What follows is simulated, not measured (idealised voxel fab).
process module | voxel air gaps
cross-section cut | 295 nm wide | cells 5 nm
A cross-section is a grid of square cells, given in bands from the top down. A band is one or more rows of cells.
Each band's line starts with the height of the band's top and of its bottom, in nm. Then come its materials from left to right, each with its width in nm. One material with "throughout" fills the band from edge to edge. "air" is empty space.
Height 0 is the level under which the wafer as received is all one material. The lowest band goes on downwards, as in "0 down".
A width such as "30 to 40" changes by the same amount from each row of cells to the next, from the band's top row to its bottom row.
"no change" after a step means that no cell of the cross-section changed.
closed voids: empty space of 8 cells or more with no open way to the top, each as width x height at its distance from the left edge, in nm
after a step's settings: what the simulator itself notes on the step
overlay nm, on a step with a mask: how far to the right of its planned place the mask lay; to the left if negative
plan
1 op RECEIVE | material Si
2 op CONFORMAL_DEP | material SiO2 | thk nm 15
3 op CONFORMAL_DEP | material SiN | thk nm 5
4 op DIRECTIONAL_DEP | material lowk | thk nm 35
5 op MASKED_ETCH | tone open | mask id LINES | width nm 20 | pitch nm 50 | etch materials lowk | depth nm 35 | overlay nm 0
6 op CONFORMAL_DEP | material TiN | thk nm 5
7 op FILL_DEP | material Cu | thk nm 5
8 op CMP | height nm 55
9 op EPI | material Ru | thk nm 10
10 op SELECTIVE_ETCH | etch materials lowk | depth nm 45
11 op CONFORMAL_DEP | material SiN | thk nm 5
as received, after step 1
  0 down: Si throughout
  closed voids: none
a wafer at the end: this start, this plan, one mistake
  60 to 50: SiN throughout
  50 to 15: lowk throughout
  15 to 0: SiO2 throughout
  0 down: Si throughout
  closed voids: none
what went wrong: steps 3 and 4 were swapped
